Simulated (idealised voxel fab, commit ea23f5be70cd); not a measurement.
process module | voxel plated lines
cross-section cut | 240 nm wide | cells 5 nm
A cross-section is a grid of square cells, given in bands from the top down. A band is one or more rows of cells.
Each band's line starts with the height of the band's top and of its bottom, in nm. Then come its materials from left to right, each with its width in nm. One material with "throughout" fills the band from edge to edge. "air" is empty space.
Height 0 is the level under which the wafer as received is all one material. The lowest band goes on downwards, as in "0 down".
A width such as "30 to 40" changes by the same amount from each row of cells to the next, from the band's top row to its bottom row.
"no change" after a step means that no cell of the cross-section changed.
closed voids: empty space of 8 cells or more with no open way to the top, each as width x height at its distance from the left edge, in nm
after a step's settings: what the simulator itself notes on the step
overlay nm, on a step with a mask: how far to the right of its planned place the mask lay; to the left if negative
plan
1 op RECEIVE | material Si
2 op CONFORMAL_DEP | material SiO2 | thk nm 5
3 op DIRECTIONAL_DEP | material TiN | thk nm 5
4 op PATTERN | tone open | mask id LINES | material resist | width nm 20 | pitch nm 50 | thk nm 15 | overlay nm 0
5 op EPI | material Ru | thk nm 5
6 op STRIP | etch materials resist
7 op DIRECTIONAL_ETCH | etch materials TiN | depth nm 5
8 op CONFORMAL_DEP | material SiN | thk nm 5
first wafer, as planned
as received, after step 1
  0 down: Si throughout
  closed voids: none
after step 2
  5 to 0: SiO2 throughout
  below 0: unchanged
after step 3
  10 to 5: TiN throughout
  below 5: unchanged
after step 4
  25 to 10: resist 35 | air 20 | resist 30 | air 20 | resist 30 | air 20 | resist 30 | air 20 | resist 35
  below 10: unchanged
after step 5
  25 to 15: resist 35 | air 20 | resist 30 | air 20 | resist 30 | air 20 | resist 30 | air 20 | resist 35
  15 to 10: resist 35 | Ru 20 | resist 30 | Ru 20 | resist 30 | Ru 20 | resist 30 | Ru 20 | resist 35
  below 10: unchanged
after step 6
  15 to 10: air 35 | Ru 20 | air 30 | Ru 20 | air 30 | Ru 20 | air 30 | Ru 20 | air 35
  below 10: unchanged
after step 7
  15 to 10: air 35 | Ru 20 | air 30 | Ru 20 | air 30 | Ru 20 | air 30 | Ru 20 | air 35
  10 to 5: air 35 | TiN 20 | air 30 | TiN 20 | air 30 | TiN 20 | air 30 | TiN 20 | air 35
  below 5: unchanged
after step 8
  20 to 15: air 30 | SiN 30 | air 20 | SiN 30 | air 20 | SiN 30 | air 20 | SiN 30 | air 30
  15 to 10: air 30 | SiN 5 | Ru 20 | SiN 5 | air 20 | SiN 5 | Ru 20 | SiN 5 | air 20 | SiN 5 | Ru 20 | SiN 5 | air 20 | SiN 5 | Ru 20 | SiN 5 | air 30
  10 to 5: SiN 35 | TiN 20 | SiN 30 | TiN 20 | SiN 30 | TiN 20 | SiN 30 | TiN 20 | SiN 35
  below 5: unchanged
second wafer: like start, like plan, one mistake. Through step 1 it matches the first wafer
when step 2 should have ended
  5 to 0: TiN throughout
  below 0: unchanged
when step 3 should have ended
  10 to 0: TiN throughout
  below 0: unchanged
when step 4 should have ended
  25 to 10: resist 35 | air 20 | resist 30 | air 20 | resist 30 | air 20 | resist 30 | air 20 | resist 35
  below 10: unchanged
when step 5 should have ended
  25 to 15: resist 35 | air 20 | resist 30 | air 20 | resist 30 | air 20 | resist 30 | air 20 | resist 35
  15 to 10: resist 35 | Ru 20 | resist 30 | Ru 20 | resist 30 | Ru 20 | resist 30 | Ru 20 | resist 35
  below 10: unchanged
when step 6 should have ended
  15 to 10: air 35 | Ru 20 | air 30 | Ru 20 | air 30 | Ru 20 | air 30 | Ru 20 | air 35
  below 10: unchanged
when step 7 should have ended
  15 to 10: air 35 | Ru 20 | air 30 | Ru 20 | air 30 | Ru 20 | air 30 | Ru 20 | air 35
  10 to 5: air 35 | TiN 20 | air 30 | TiN 20 | air 30 | TiN 20 | air 30 | TiN 20 | air 35
  below 5: unchanged
when step 8 should have ended
  20 to 15: air 30 | SiN 30 | air 20 | SiN 30 | air 20 | SiN 30 | air 20 | SiN 30 | air 30
  15 to 10: air 30 | SiN 5 | Ru 20 | SiN 5 | air 20 | SiN 5 | Ru 20 | SiN 5 | air 20 | SiN 5 | Ru 20 | SiN 5 | air 20 | SiN 5 | Ru 20 | SiN 5 | air 30
  10 to 5: SiN 35 | TiN 20 | SiN 30 | TiN 20 | SiN 30 | TiN 20 | SiN 30 | TiN 20 | SiN 35
  below 5: unchanged
what went wrong: step 2 ran as: op CONFORMAL_DEP | material TiN | thk nm 5
at the end the second wafer has, in cells: 48 fewer of SiO2 | 48 more of TiN
